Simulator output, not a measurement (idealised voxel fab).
Documented hereafter: the process module known as voxel gate over fins.
Square cells of 5 nm make up the cross-section cut, whose width is 265 nm.
Cross-section spec: square-cell grid; bands listed top down; each band is one or more rows. Basically the band line says how high the top is and how high the bottom is, in nm, and then what's in it from left to right, every material with its width in nm. Empty space shows up as "blank", and if a single material carries "edge to edge" it runs the full band edge to edge. Heights from 0 (as-received wafer is one material below). Bottom band endless downward, as "0 down". The expression "30->40" gives the width at the extremes of the band, the first number at its top row of cells and the second at its bottom row, with the width changing by equal amounts from each row to the next in between. Reading "no change" for a step: not a cell of the cross-section changed in it. "Listed closed voids" - sealed voids, min. 8 cells, no opening to top; format: width x height at distance (distance from left edge; nm throughout). Read whatever lies past the settings on a step's line as the simulator's own remark about the step. overlay nm: step with mask; distance mask lay right of planned place; negative value = left of planned place.
[Planned step list for the process]
step 1: RECEIVE, material Si
step 2: CONFORMAL_DEP, material SiN, thk nm 5
step 3: MASKED_ETCH, tone cover, mask id FINS, width nm 15, pitch nm 60, etch materials SiN, depth nm 5, overlay nm 0
step 4: MASKED_ETCH, tone cover, mask id FINS, width nm 15, pitch nm 60, etch materials Si, depth nm 30, overlay nm 0
step 5: OXIDIZE, depth nm 5
step 6: FILL_DEP, material SiO2, thk nm 5
step 7: CMP, height nm 5
step 8: PATTERN, tone open, mask id RAIL, material resist, width nm 15, thk nm 15, overlay nm 0
step 9: DIRECTIONAL_ETCH, etch materials SiO2, depth nm 30
step 10: STRIP, etch materials resist
step 11: CONFORMAL_DEP, material TiN, thk nm 5
step 12: FILL_DEP, material W, thk nm 5
step 13: CMP, height nm 5
step 14: SELECTIVE_ETCH, etch materials W Ru TiN, depth nm 25
step 15: FILL_DEP, material SiO2, thk nm 5
step 16: CMP, height nm 5
step 17: SELECTIVE_ETCH, etch materials SiO2, depth nm 15
step 18: STRIP, etch materials SiN
step 19: CONFORMAL_DEP, material HfO2, thk nm 5
step 20: CONFORMAL_DEP, material TiN, thk nm 5
step 21: CONFORMAL_DEP, material TiAl, thk nm 5
step 22: CONFORMAL_DEP, material TiN, thk nm 5
step 23: FILL_DEP, material W, thk nm 10
step 24: CMP, height nm 25
step 25: CONFORMAL_DEP, material SiN, thk nm 5
[Wafer, first of two, run as planned]
[Cross-section of the incoming wafer, state after step 1]
0 down  Si edge to edge
Listed closed voids: none
[Once step 2 is through, the wafer looks like this in cross-section]
5 to 0  SiN edge to edge
Unchanged below 0.
[Once step 3 is through, the wafer looks like this in cross-section]
5 to 0  blank: 95; SiN: 15; blank: 45; SiN: 15; blank: 95
Unchanged below 0.
[Once step 4 is through, the wafer looks like this in cross-section]
5 to 0  blank: 95; SiN: 15; blank: 45; SiN: 15; blank: 95
0 to -30  blank: 95; Si: 15; blank: 45; Si: 15; blank: 95
Unchanged below -30.
[Once step 5 is through, the wafer looks like this in cross-section]
5 to 0  blank: 95; SiN: 15; blank: 45; SiN: 15; blank: 95
0 to -30  blank: 95; SiO2: 5; Si: 5; SiO2: 5; blank: 45; SiO2: 5; Si: 5; SiO2: 5; blank: 95
-30 to -35  SiO2: 100; Si: 5; SiO2: 55; Si: 5; SiO2: 100
Unchanged below -35.
[Once step 6 is through, the wafer looks like this in cross-section]
10 to 5  SiO2 edge to edge
5 to 0  SiO2: 95; SiN: 15; SiO2: 45; SiN: 15; SiO2: 95
0 to -35  SiO2: 100; Si: 5; SiO2: 55; Si: 5; SiO2: 100
Unchanged below -35.
[Once step 7 is through, the wafer looks like this in cross-section]
5 to 0  SiO2: 95; SiN: 15; SiO2: 45; SiN: 15; SiO2: 95
Unchanged below 0.
[Once step 8 is through, the wafer looks like this in cross-section]
20 to 5  resist: 125; blank: 15; resist: 125
Unchanged below 5.
[Once step 9 is through, the wafer looks like this in cross-section]
20 to 5  resist: 125; blank: 15; resist: 125
5 to 0  SiO2: 95; SiN: 15; SiO2: 15; blank: 15; SiO2: 15; SiN: 15; SiO2: 95
0 to -25  SiO2: 100; Si: 5; SiO2: 20; blank: 15; SiO2: 20; Si: 5; SiO2: 100
Unchanged below -25.
[Once step 10 is through, the wafer looks like this in cross-section]
5 to 0  SiO2: 95; SiN: 15; SiO2: 15; blank: 15; SiO2: 15; SiN: 15; SiO2: 95
Unchanged below 0.
[Once step 11 is through, the wafer looks like this in cross-section]
10 to 5  TiN: 130; blank: 5; TiN: 130
5 to 0  SiO2: 95; SiN: 15; SiO2: 15; TiN: 5; blank: 5; TiN: 5; SiO2: 15; SiN: 15; SiO2: 95
0 to -20  SiO2: 100; Si: 5; SiO2: 20; TiN: 5; blank: 5; TiN: 5; SiO2: 20; Si: 5; SiO2: 100
-20 to -25  SiO2: 100; Si: 5; SiO2: 20; TiN: 15; SiO2: 20; Si: 5; SiO2: 100
Unchanged below -25.
[Once step 12 is through, the wafer looks like this in cross-section]
15 to 10  W edge to edge
10 to 5  TiN: 130; W: 5; TiN: 130
5 to 0  SiO2: 95; SiN: 15; SiO2: 15; TiN: 5; W: 5; TiN: 5; SiO2: 15; SiN: 15; SiO2: 95
0 to -20  SiO2: 100; Si: 5; SiO2: 20; TiN: 5; W: 5; TiN: 5; SiO2: 20; Si: 5; SiO2: 100
Unchanged below -20.
[Once step 13 is through, the wafer looks like this in cross-section]
5 to 0  SiO2: 95; SiN: 15; SiO2: 15; TiN: 5; W: 5; TiN: 5; SiO2: 15; SiN: 15; SiO2: 95
Unchanged below 0.
[Once step 14 is through, the wafer looks like this in cross-section]
5 to 0  SiO2: 95; SiN: 15; SiO2: 15; blank: 15; SiO2: 15; SiN: 15; SiO2: 95
0 to -20  SiO2: 100; Si: 5; SiO2: 20; blank: 15; SiO2: 20; Si: 5; SiO2: 100
Unchanged below -20.
[Once step 15 is through, the wafer looks like this in cross-section]
10 to 5  SiO2 edge to edge
5 to 0  SiO2: 95; SiN: 15; SiO2: 45; SiN: 15; SiO2: 95
0 to -20  SiO2: 100; Si: 5; SiO2: 55; Si: 5; SiO2: 100
Unchanged below -20.
[Once step 16 is through, the wafer looks like this in cross-section]
5 to 0  SiO2: 95; SiN: 15; SiO2: 45; SiN: 15; SiO2: 95
Unchanged below 0.
[Once step 17 is through, the wafer looks like this in cross-section]
5 to 0  blank: 95; SiN: 15; blank: 45; SiN: 15; blank: 95
0 to -10  blank: 100; Si: 5; blank: 55; Si: 5; blank: 100
Unchanged below -10.
[Once step 18 is through, the wafer looks like this in cross-section]
0 to -10  blank: 100; Si: 5; blank: 55; Si: 5; blank: 100
Unchanged below -10.
[Once step 19 is through, the wafer looks like this in cross-section]
5 to 0  blank: 95; HfO2: 15; blank: 45; HfO2: 15; blank: 95
0 to -5  blank: 95; HfO2: 5; Si: 5; HfO2: 5; blank: 45; HfO2: 5; Si: 5; HfO2: 5; blank: 95
-5 to -10  HfO2: 100; Si: 5; HfO2: 55; Si: 5; HfO2: 100
Unchanged below -10.
[Once step 20 is through, the wafer looks like this in cross-section]
10 to 5  blank: 90; TiN: 25; blank: 35; TiN: 25; blank: 90
5 to 0  blank: 90; TiN: 5; HfO2: 15; TiN: 5; blank: 35; TiN: 5; HfO2: 15; TiN: 5; blank: 90
0 to -5  TiN: 95; HfO2: 5; Si: 5; HfO2: 5; TiN: 45; HfO2: 5; Si: 5; HfO2: 5; TiN: 95
Unchanged below -5.
[Once step 21 is through, the wafer looks like this in cross-section]
15 to 10  blank: 85; TiAl: 35; blank: 25; TiAl: 35; blank: 85
10 to 5  blank: 85; TiAl: 5; TiN: 25; TiAl: 5; blank: 25; TiAl: 5; TiN: 25; TiAl: 5; blank: 85
5 to 0  TiAl: 90; TiN: 5; HfO2: 15; TiN: 5; TiAl: 35; TiN: 5; HfO2: 15; TiN: 5; TiAl: 90
Unchanged below 0.
[Once step 22 is through, the wafer looks like this in cross-section]
20 to 15  blank: 80; TiN: 45; blank: 15; TiN: 45; blank: 80
15 to 10  blank: 80; TiN: 5; TiAl: 35; TiN: 5; blank: 15; TiN: 5; TiAl: 35; TiN: 5; blank: 80
10 to 5  TiN: 85; TiAl: 5; TiN: 25; TiAl: 5; TiN: 25; TiAl: 5; TiN: 25; TiAl: 5; TiN: 85
Unchanged below 5.
[Once step 23 is through, the wafer looks like this in cross-section]
30 to 20  W edge to edge
20 to 15  W: 80; TiN: 45; W: 15; TiN: 45; W: 80
15 to 10  W: 80; TiN: 5; TiAl: 35; TiN: 5; W: 15; TiN: 5; TiAl: 35; TiN: 5; W: 80
Unchanged below 10.
[Once step 24 is through, the wafer looks like this in cross-section]
25 to 20  W edge to edge
Unchanged below 20.
[Once step 25 is through, the wafer looks like this in cross-section]
30 to 25  SiN edge to edge
Unchanged below 25.
[Notes, second wafer: start = first wafer's, plan = first wafer's, execution had one mistake; history identical to first through step 19]
[The second wafer in cross-section, at the planned close of step 20]
10 to 5  blank: 90; TiAl: 25; blank: 35; TiAl: 25; blank: 90
5 to 0  blank: 90; TiAl: 5; HfO2: 15; TiAl: 5; blank: 35; TiAl: 5; HfO2: 15; TiAl: 5; blank: 90
0 to -5  TiAl: 95; HfO2: 5; Si: 5; HfO2: 5; TiAl: 45; HfO2: 5; Si: 5; HfO2: 5; TiAl: 95
Unchanged below -5.
[The second wafer in cross-section, at the planned close of step 21]
15 to 10  blank: 85; TiN: 35; blank: 25; TiN: 35; blank: 85
10 to 5  blank: 85; TiN: 5; TiAl: 25; TiN: 5; blank: 25; TiN: 5; TiAl: 25; TiN: 5; blank: 85
5 to 0  TiN: 90; TiAl: 5; HfO2: 15; TiAl: 5; TiN: 35; TiAl: 5; HfO2: 15; TiAl: 5; TiN: 90
Unchanged below 0.
[The second wafer in cross-section, at the planned close of step 22]
20 to 10  blank: 80; TiN: 45; blank: 15; TiN: 45; blank: 80
10 to 5  TiN: 90; TiAl: 25; TiN: 35; TiAl: 25; TiN: 90
Unchanged below 5.
[The second wafer in cross-section, at the planned close of step 23]
30 to 20  W edge to edge
20 to 10  W: 80; TiN: 45; W: 15; TiN: 45; W: 80
Unchanged below 10.
[The second wafer in cross-section, at the planned close of step 24]
25 to 20  W edge to edge
Unchanged below 20.
[The second wafer in cross-section, at the planned close of step 25]
30 to 25  SiN edge to edge
Unchanged below 25.
Here's what went sideways: sequence error: steps 20 and 21 interchanged
End check, second vs first wafer: material counts in cells match, positions do not.
